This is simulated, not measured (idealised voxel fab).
This is a process module. Its name is voxel self aligned vias.
This is section cut - it's 255 nm across, gridded in 5 nm square cells.
Format of a cross-section: grid, square cells. Given as bands. Order: top down. Band: one or more rows of cells.
First you get the band's top height and its bottom height, in nm, and then the materials it's made of, left to right, with each width in nm. If you see a single material with "everywhere", that one covers the band edge to edge. "blank" is empty space.
Height reference: 0 = level under which incoming wafer is all one material. Lowest band: no bottom, runs on downward, e.g. "0 down".
A width given as "30..40" starts at the first number in the band's top row and ends at the second number in its bottom row, shifting by an equal amount at every step from row to row.
Basically "everything unchanged" means that step didn't change any cell in the cross-section.
"Closed internal cavities" means: voids of 8 cells or more that are shut off from the top with no open way through. Written width x height at distance, distance from the left edge, in nm.
Read whatever lies past the settings on a step's line as the simulator's own remark about the step.
For masked steps, "overlay nm" on the step line gives how far right of plan the mask actually lay; a minus sign means it lay to the left.

[plan]
1: RECEIVE (material Si)
2: CONFORMAL_DEP (material SiO2; thk nm 15)
3: CONFORMAL_DEP (material SiCN; thk nm 5)
4: DIRECTIONAL_DEP (material SiO2; thk nm 30)
5: MASKED_ETCH (tone open; mask id LINES; width nm 25; pitch nm 65; etch materials SiO2; depth nm 30; overlay nm 0)
6: CONFORMAL_DEP (material TiN; thk nm 5)
7: FILL_DEP (material W; thk nm 5)
8: CMP (height nm 50)
9: SELECTIVE_ETCH (etch materials W Ru TiN; depth nm 5)
10: FILL_DEP (material SiN; thk nm 10)
11: CMP (height nm 50)
12: DIRECTIONAL_DEP (material SiO2; thk nm 20)
13: MASKED_ETCH (tone open; mask id VIAS; width nm 45; pitch nm 65; etch materials SiO2; depth nm 20; overlay nm 0)
14: MASKED_ETCH (tone open; mask id VIAS; width nm 45; pitch nm 65; etch materials SiN; depth nm 5; overlay nm 0)
15: CONFORMAL_DEP (material TiN; thk nm 5)
16: FILL_DEP (material Cu; thk nm 5)
17: CMP (height nm 70)
18: CONFORMAL_DEP (material SiCN; thk nm 5)

[Account of the first of two wafers, which was processed as intended]

[Cross-sectional view of the wafer in its as-received condition, corresponding to the state after step 1]
0 down  Si everywhere
Closed internal cavities: none

[after step 2]
15 to 0  SiO2 everywhere
Heights below 0 show no change.

[after step 3]
20 to 15  SiCN everywhere
Heights below 15 show no change.

[after step 4]
50 to 20  SiO2 everywhere
Heights below 20 show no change.

[after step 5]
50 to 20  50 of SiO2; 25 of blank; 40 of SiO2; 25 of blank; 40 of SiO2; 25 of blank; 50 of SiO2
Heights below 20 show no change.

[after step 6]
55 to 50  55 of TiN; 15 of blank; 50 of TiN; 15 of blank; 50 of TiN; 15 of blank; 55 of TiN
50 to 25  50 of SiO2; 5 of TiN; 15 of blank; 5 of TiN; 40 of SiO2; 5 of TiN; 15 of blank; 5 of TiN; 40 of SiO2; 5 of TiN; 15 of blank; 5 of TiN; 50 of SiO2
25 to 20  50 of SiO2; 25 of TiN; 40 of SiO2; 25 of TiN; 40 of SiO2; 25 of TiN; 50 of SiO2
Heights below 20 show no change.

[after step 7]
60 to 55  W everywhere
55 to 50  55 of TiN; 15 of W; 50 of TiN; 15 of W; 50 of TiN; 15 of W; 55 of TiN
50 to 25  50 of SiO2; 5 of TiN; 15 of W; 5 of TiN; 40 of SiO2; 5 of TiN; 15 of W; 5 of TiN; 40 of SiO2; 5 of TiN; 15 of W; 5 of TiN; 50 of SiO2
Heights below 25 show no change.

[after step 8]
50 to 25  50 of SiO2; 5 of TiN; 15 of W; 5 of TiN; 40 of SiO2; 5 of TiN; 15 of W; 5 of TiN; 40 of SiO2; 5 of TiN; 15 of W; 5 of TiN; 50 of SiO2
Heights below 25 show no change.

[after step 9]
50 to 45  50 of SiO2; 25 of blank; 40 of SiO2; 25 of blank; 40 of SiO2; 25 of blank; 50 of SiO2
Heights below 45 show no change.

[after step 10]
60 to 50  SiN everywhere
50 to 45  50 of SiO2; 25 of SiN; 40 of SiO2; 25 of SiN; 40 of SiO2; 25 of SiN; 50 of SiO2
Heights below 45 show no change.

[after step 11]
50 to 45  50 of SiO2; 25 of SiN; 40 of SiO2; 25 of SiN; 40 of SiO2; 25 of SiN; 50 of SiO2
Heights below 45 show no change.

[after step 12]
70 to 50  SiO2 everywhere
Heights below 50 show no change.

[after step 13]
70 to 50  40 of SiO2; 45 of blank; 20 of SiO2; 45 of blank; 20 of SiO2; 45 of blank; 40 of SiO2
Heights below 50 show no change.

[after step 14]
70 to 50  40 of SiO2; 45 of blank; 20 of SiO2; 45 of blank; 20 of SiO2; 45 of blank; 40 of SiO2
50 to 45  50 of SiO2; 25 of blank; 40 of SiO2; 25 of blank; 40 of SiO2; 25 of blank; 50 of SiO2
Heights below 45 show no change.

[after step 15]
75 to 70  45 of TiN; 35 of blank; 30 of TiN; 35 of blank; 30 of TiN; 35 of blank; 45 of TiN
70 to 55  40 of SiO2; 5 of TiN; 35 of blank; 5 of TiN; 20 of SiO2; 5 of TiN; 35 of blank; 5 of TiN; 20 of SiO2; 5 of TiN; 35 of blank; 5 of TiN; 40 of SiO2
55 to 50  40 of SiO2; 15 of TiN; 15 of blank; 15 of TiN; 20 of SiO2; 15 of TiN; 15 of blank; 15 of TiN; 20 of SiO2; 15 of TiN; 15 of blank; 15 of TiN; 40 of SiO2
50 to 45  50 of SiO2; 25 of TiN; 40 of SiO2; 25 of TiN; 40 of SiO2; 25 of TiN; 50 of SiO2
Heights below 45 show no change.

[after step 16]
80 to 75  Cu everywhere
75 to 70  45 of TiN; 35 of Cu; 30 of TiN; 35 of Cu; 30 of TiN; 35 of Cu; 45 of TiN
70 to 55  40 of SiO2; 5 of TiN; 35 of Cu; 5 of TiN; 20 of SiO2; 5 of TiN; 35 of Cu; 5 of TiN; 20 of SiO2; 5 of TiN; 35 of Cu; 5 of TiN; 40 of SiO2
55 to 50  40 of SiO2; 15 of TiN; 15 of Cu; 15 of TiN; 20 of SiO2; 15 of TiN; 15 of Cu; 15 of TiN; 20 of SiO2; 15 of TiN; 15 of Cu; 15 of TiN; 40 of SiO2
Heights below 50 show no change.

[after step 17]
70 to 55  40 of SiO2; 5 of TiN; 35 of Cu; 5 of TiN; 20 of SiO2; 5 of TiN; 35 of Cu; 5 of TiN; 20 of SiO2; 5 of TiN; 35 of Cu; 5 of TiN; 40 of SiO2
Heights below 55 show no change.

[after step 18]
75 to 70  SiCN everywhere
Heights below 70 show no change.

[The Second Wafer: Common Origin and Plan, One Mistake in Execution, Identical to the First Through Step 1]

[Cross-sectional representation of the second wafer at the time designated in the plan for the completion of step 2]
30 to 0  SiO2 everywhere
Heights below 0 show no change.

[Cross-sectional representation of the second wafer at the time designated in the plan for the completion of step 3]
35 to 30  SiCN everywhere
Heights below 30 show no change.

[Cross-sectional representation of the second wafer at the time designated in the plan for the completion of step 4]
65 to 35  SiO2 everywhere
Heights below 35 show no change.

[Cross-sectional representation of the second wafer at the time designated in the plan for the completion of step 5]
65 to 35  50 of SiO2; 25 of blank; 40 of SiO2; 25 of blank; 40 of SiO2; 25 of blank; 50 of SiO2
Heights below 35 show no change.

[Cross-sectional representation of the second wafer at the time designated in the plan for the completion of step 6]
70 to 65  55 of TiN; 15 of blank; 50 of TiN; 15 of blank; 50 of TiN; 15 of blank; 55 of TiN
65 to 40  50 of SiO2; 5 of TiN; 15 of blank; 5 of TiN; 40 of SiO2; 5 of TiN; 15 of blank; 5 of TiN; 40 of SiO2; 5 of TiN; 15 of blank; 5 of TiN; 50 of SiO2
40 to 35  50 of SiO2; 25 of TiN; 40 of SiO2; 25 of TiN; 40 of SiO2; 25 of TiN; 50 of SiO2
Heights below 35 show no change.

[Cross-sectional representation of the second wafer at the time designated in the plan for the completion of step 7]
75 to 70  W everywhere
70 to 65  55 of TiN; 15 of W; 50 of TiN; 15 of W; 50 of TiN; 15 of W; 55 of TiN
65 to 40  50 of SiO2; 5 of TiN; 15 of W; 5 of TiN; 40 of SiO2; 5 of TiN; 15 of W; 5 of TiN; 40 of SiO2; 5 of TiN; 15 of W; 5 of TiN; 50 of SiO2
Heights below 40 show no change.

[Cross-sectional representation of the second wafer at the time designated in the plan for the completion of step 8]
50 to 40  50 of SiO2; 5 of TiN; 15 of W; 5 of TiN; 40 of SiO2; 5 of TiN; 15 of W; 5 of TiN; 40 of SiO2; 5 of TiN; 15 of W; 5 of TiN; 50 of SiO2
Heights below 40 show no change.

[Cross-sectional representation of the second wafer at the time designated in the plan for the completion of step 9]
50 to 45  50 of SiO2; 25 of blank; 40 of SiO2; 25 of blank; 40 of SiO2; 25 of blank; 50 of SiO2
Heights below 45 show no change.

[Cross-sectional representation of the second wafer at the time designated in the plan for the completion of step 10]
60 to 50  SiN everywhere
50 to 45  50 of SiO2; 25 of SiN; 40 of SiO2; 25 of SiN; 40 of SiO2; 25 of SiN; 50 of SiO2
Heights below 45 show no change.

[Cross-sectional representation of the second wafer at the time designated in the plan for the completion of step 11]
50 to 45  50 of SiO2; 25 of SiN; 40 of SiO2; 25 of SiN; 40 of SiO2; 25 of SiN; 50 of SiO2
Heights below 45 show no change.

[Cross-sectional representation of the second wafer at the time designated in the plan for the completion of step 12]
70 to 50  SiO2 everywhere
Heights below 50 show no change.

[Cross-sectional representation of the second wafer at the time designated in the plan for the completion of step 13]
70 to 50  40 of SiO2; 45 of blank; 20 of SiO2; 45 of blank; 20 of SiO2; 45 of blank; 40 of SiO2
Heights below 50 show no change.

[Cross-sectional representation of the second wafer at the time designated in the plan for the completion of step 14]
70 to 50  40 of SiO2; 45 of blank; 20 of SiO2; 45 of blank; 20 of SiO2; 45 of blank; 40 of SiO2
50 to 45  50 of SiO2; 25 of blank; 40 of SiO2; 25 of blank; 40 of SiO2; 25 of blank; 50 of SiO2
Heights below 45 show no change.

[Cross-sectional representation of the second wafer at the time designated in the plan for the completion of step 15]
75 to 70  45 of TiN; 35 of blank; 30 of TiN; 35 of blank; 30 of TiN; 35 of blank; 45 of TiN
70 to 55  40 of SiO2; 5 of TiN; 35 of blank; 5 of TiN; 20 of SiO2; 5 of TiN; 35 of blank; 5 of TiN; 20 of SiO2; 5 of TiN; 35 of blank; 5 of TiN; 40 of SiO2
55 to 50  40 of SiO2; 15 of TiN; 15 of blank; 15 of TiN; 20 of SiO2; 15 of TiN; 15 of blank; 15 of TiN; 20 of SiO2; 15 of TiN; 15 of blank; 15 of TiN; 40 of SiO2
50 to 45  50 of SiO2; 25 of TiN; 40 of SiO2; 25 of TiN; 40 of SiO2; 25 of TiN; 50 of SiO2
Heights below 45 show no change.

[Cross-sectional representation of the second wafer at the time designated in the plan for the completion of step 16]
80 to 75  Cu everywhere
75 to 70  45 of TiN; 35 of Cu; 30 of TiN; 35 of Cu; 30 of TiN; 35 of Cu; 45 of TiN
70 to 55  40 of SiO2; 5 of TiN; 35 of Cu; 5 of TiN; 20 of SiO2; 5 of TiN; 35 of Cu; 5 of TiN; 20 of SiO2; 5 of TiN; 35 of Cu; 5 of TiN; 40 of SiO2
55 to 50  40 of SiO2; 15 of TiN; 15 of Cu; 15 of TiN; 20 of SiO2; 15 of TiN; 15 of Cu; 15 of TiN; 20 of SiO2; 15 of TiN; 15 of Cu; 15 of TiN; 40 of SiO2
Heights below 50 show no change.

[Cross-sectional representation of the second wafer at the time designated in the plan for the completion of step 17]
70 to 55  40 of SiO2; 5 of TiN; 35 of Cu; 5 of TiN; 20 of SiO2; 5 of TiN; 35 of Cu; 5 of TiN; 20 of SiO2; 5 of TiN; 35 of Cu; 5 of TiN; 40 of SiO2
Heights below 55 show no change.

[Cross-sectional representation of the second wafer at the time designated in the plan for the completion of step 18]
75 to 70  SiCN everywhere
Heights below 70 show no change.
Nonconformance to the process plan: step 2 of the plan was executed twice over
The closing comparison, in cells, has the second wafer with more or fewer of some materials than the first: SiO2 +45, TiN -18, W -27
